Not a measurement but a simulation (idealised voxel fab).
Process module under the name voxel gate over fins
cross-section cut | 295 nm wide | cells 5 nm
Heads up, the way a cross-section reads in here is a grid of square cells, handed over as bands from the top down, with every band being one or more rows of cells.
Each band's line starts with the height of the band's top and of its bottom, in nm. Then come its materials from left to right, each with its width in nm. One material with "full width" fills the band from edge to edge. "empty" is empty space.
The reference from which all heights are counted is 0, the level beneath which the as-received wafer is entirely one material; the lowest band, having no lower bound, proceeds downward and is written after the example "0 nm and below".
Width spec "30->40" -> top row of cells at first value, bottom row at second value, equal per-row change in between.
Where a step carries "remained the same", the cross-section came out of it unchanged, cell for cell.
In "Sealed cavities" the enclosed voids are listed, meaning empty spaces of 8 cells or larger without any opening to the top. The form is width x height at distance, distance from the left edge, units nm.
Past the settings on a step's line: simulator remark, on that step.
overlay nm: right-of-plan distance of the mask on a masked step; negative values mean left-of-plan.

[Listed below are the process steps as planned]
| 1 | RECEIVE | material Si |
| 2 | CONFORMAL_DEP | material SiN | thk nm 10 |
| 3 | MASKED_ETCH | tone cover | mask id FINS | width nm 15 | pitch nm 55 | etch materials SiN | depth nm 10 | overlay nm 0 |
| 4 | MASKED_ETCH | tone cover | mask id FINS | width nm 15 | pitch nm 55 | etch materials Si | depth nm 30 | overlay nm 0 |
| 5 | OXIDIZE | depth nm 5 |
| 6 | FILL_DEP | material SiO2 | thk nm 5 |
| 7 | CMP | height nm 10 |
| 8 | MASKED_ETCH | tone open | mask id RAIL | width nm 15 | etch materials SiO2 | depth nm 35 | overlay nm 0 |
| 9 | CONFORMAL_DEP | material TiN | thk nm 5 |
| 10 | FILL_DEP | material W | thk nm 10 |
| 11 | CMP | height nm 10 |
| 12 | SELECTIVE_ETCH | etch materials W Ru TiN | depth nm 30 |
| 13 | FILL_DEP | material SiO2 | thk nm 5 |
| 14 | CMP | height nm 10 |
| 15 | SELECTIVE_ETCH | etch materials SiO2 | depth nm 15 |
| 16 | STRIP | etch materials SiN |
| 17 | CONFORMAL_DEP | material HfO2 | thk nm 5 |
| 18 | CONFORMAL_DEP | material TiN | thk nm 5 |
| 19 | FILL_DEP | material W | thk nm 10 |
| 20 | CMP | height nm 15 |
| 21 | CONFORMAL_DEP | material SiN | thk nm 5 |
Heads up: all these wafers start the same, and what changes between them is the depth nm in step 15. The value you see in the plan is just what the first wafer got.

[First of several wafers, received after step 1, in cross-section]
- 0 nm and below | Si full width
- Sealed cavities: none

[Cross-section of the first of several wafers, taken after step 21, where the module ends]
- 20 nm to 15 nm | SiN full width
- 15 nm to 10 nm | W full width
- 10 nm to 5 nm | 105 nm W | 25 nm TiN | 30 nm W | 25 nm TiN | 110 nm W
- 5 nm to 0 nm | 110 nm TiN | 15 nm HfO2 | 40 nm TiN | 15 nm HfO2 | 115 nm TiN
- 0 nm to -5 nm | 115 nm HfO2 | 5 nm Si | 50 nm HfO2 | 5 nm Si | 120 nm HfO2
- -5 nm to -20 nm | 115 nm SiO2 | 5 nm Si | 50 nm SiO2 | 5 nm Si | 120 nm SiO2
- -20 nm to -25 nm | 115 nm SiO2 | 5 nm Si | 15 nm SiO2 | 15 nm TiN | 20 nm SiO2 | 5 nm Si | 120 nm SiO2
- -25 nm to -35 nm | 115 nm SiO2 | 5 nm Si | 50 nm SiO2 | 5 nm Si | 120 nm SiO2
- -35 nm and below | Si full width
- Sealed cavities: none

[Showing the last wafer in cross-section at the end of the module]
- 20 nm to 15 nm | SiN full width
- 15 nm to 10 nm | W full width
- 10 nm to 5 nm | 105 nm W | 25 nm TiN | 30 nm W | 25 nm TiN | 110 nm W
- 5 nm to 0 nm | 105 nm W | 5 nm TiN | 15 nm HfO2 | 5 nm TiN | 30 nm W | 5 nm TiN | 15 nm HfO2 | 5 nm TiN | 110 nm W
- 0 nm to -10 nm | 105 nm W | 5 nm TiN | 5 nm HfO2 | 5 nm Si | 5 nm HfO2 | 5 nm TiN | 30 nm W | 5 nm TiN | 5 nm HfO2 | 5 nm Si | 5 nm HfO2 | 5 nm TiN | 110 nm W
- -10 nm to -15 nm | 105 nm W | 5 nm TiN | 5 nm HfO2 | 5 nm Si | 5 nm HfO2 | 40 nm TiN | 5 nm HfO2 | 5 nm Si | 5 nm HfO2 | 5 nm TiN | 110 nm W
- -15 nm to -20 nm | 105 nm W | 5 nm TiN | 5 nm HfO2 | 5 nm Si | 5 nm HfO2 | 5 nm TiN | 25 nm HfO2 | 10 nm TiN | 5 nm HfO2 | 5 nm Si | 5 nm HfO2 | 5 nm TiN | 110 nm W
- -20 nm to -25 nm | 110 nm TiN | 5 nm HfO2 | 5 nm Si | 5 nm HfO2 | 5 nm TiN | 5 nm HfO2 | 15 nm TiN | 5 nm HfO2 | 10 nm TiN | 5 nm HfO2 | 5 nm Si | 5 nm HfO2 | 115 nm TiN
- -25 nm to -30 nm | 115 nm HfO2 | 5 nm Si | 20 nm HfO2 | 5 nm SiO2 | 25 nm HfO2 | 5 nm Si | 120 nm HfO2
- -30 nm to -35 nm | 115 nm SiO2 | 5 nm Si | 50 nm SiO2 | 5 nm Si | 120 nm SiO2
- -35 nm and below | Si full width
- Sealed cavities: none

[Rows = wafers. At module end, each row lists per material the cells gained (+) or lost (-) since the wafer was received, then the closed voids]
depth nm 15 | +63 HfO2 | -399 Si | +59 SiN | +339 SiO2 | +66 TiN | +108 W | Sealed cavities: none
depth nm 20 | +67 HfO2 | -399 Si | +59 SiN | +282 SiO2 | +70 TiN | +157 W | Sealed cavities: none
depth nm 25 | +71 HfO2 | -399 Si | +59 SiN | +225 SiO2 | +74 TiN | +206 W | Sealed cavities: none
depth nm 30 | +75 HfO2 | -399 Si | +59 SiN | +168 SiO2 | +78 TiN | +255 W | Sealed cavities: none
depth nm 35 | +81 HfO2 | -399 Si | +59 SiN | +114 SiO2 | +83 TiN | +298 W | Sealed cavities: none
depth nm 40 | +89 HfO2 | -399 Si | +59 SiN | +58 SiO2 | +88 TiN | +341 W | Sealed cavities: none
